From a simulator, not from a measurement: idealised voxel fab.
The process module presented herein is designated voxel self aligned contacts.
Cross-sectional view cut (width: 195 nm; square cell size: 5 nm).
Cross-section spec: square-cell grid; bands listed top down; each band is one or more rows. The band entry comprises the height of the band's top followed by the height of its bottom, expressed in nm, and subsequently the band's materials from left to right, each stated together with its width in nm. Where a single material is marked with the word "edge to edge", that material fills the band from edge to edge. The word "air" represents empty space. Counting heights begins at 0, where everything beneath is, in the wafer as received, one material. The lowest band has no bottom; it goes on downwards, as "0 and below" shows. With a width like "30 to 40", each row of cells in the band differs from the next by the same amount, the top row carrying the first number and the bottom row the second. Take "remains unaltered" at face value: in the step it is given for, the cross-section changed in none of its cells. "Enclosed void listing": sealed empty spaces, 8 cells or more, no open way to top, listed width x height at distance, with distance from the left edge and width, height and distance in nm. after a step's settings: what the simulator itself notes on the step. On any step carrying a mask, the "overlay nm" setting, if present on the step's line, tells how far right of its planned place the mask lay; negative values point to the left.

**The steps planned for the process are as follows**
1. RECEIVE,material Si
2. OXIDIZE,depth nm 5
3. DIRECTIONAL_DEP,material polySi,thk nm 20
4. DIRECTIONAL_DEP,material SiN,thk nm 20
5. DIRECTIONAL_DEP,material aC,thk nm 15
6. PATTERN,tone cover,mask id GATE,material resist,width nm 25,pitch nm 65,thk nm 30,overlay nm 0
7. DIRECTIONAL_ETCH,etch materials aC,depth nm 15
8. STRIP,etch materials resist
9. DIRECTIONAL_ETCH,etch materials SiN,depth nm 20
10. DIRECTIONAL_ETCH,etch materials polySi,depth nm 20
11. STRIP,etch materials aC
12. CONFORMAL_DEP,material SiN,thk nm 10
13. DIRECTIONAL_ETCH,etch materials SiN,depth nm 10
14. FILL_DEP,material SiO2,thk nm 20
15. CMP,height nm 50
16. PATTERN,tone open,mask id CONTACT,material resist,width nm 50,pitch nm 65,thk nm 20,overlay nm 0
17. DIRECTIONAL_ETCH,etch materials SiO2,depth nm 55
18. STRIP,etch materials resist
19. CONFORMAL_DEP,material TiN,thk nm 5
20. FILL_DEP,material Ru,thk nm 5
21. CMP,height nm 50
22. CONFORMAL_DEP,material SiCN,thk nm 5

**As received (post step 1): cross-section**
> 0 and below | Si edge to edge
> Enclosed void listing: none

**Look at the cross-section after the module: the wafer started out the way shown above and the plan was the one shown above, yet one mistake was made along the way**
> 55 down to 50 | SiCN edge to edge
> 50 down to 45 | SiO2 10 nm, SiN 45 nm, TiN 5 nm, Ru 10 nm, TiN 5 nm, SiN 45 nm, TiN 5 nm, Ru 10 nm, TiN 5 nm, SiN 45 nm, SiO2 10 nm
> 45 down to 40 | SiO2 10 nm, SiN 45 nm, TiN 20 nm, SiN 45 nm, TiN 20 nm, SiN 45 nm, SiO2 10 nm
> 40 down to 20 | SiN edge to edge
> 20 down to 0 | polySi edge to edge
> 0 down to -5 | SiO2 edge to edge
> -5 and below | Si edge to edge
> Enclosed void listing: none
what went wrong: the plan's step 4 ran twice
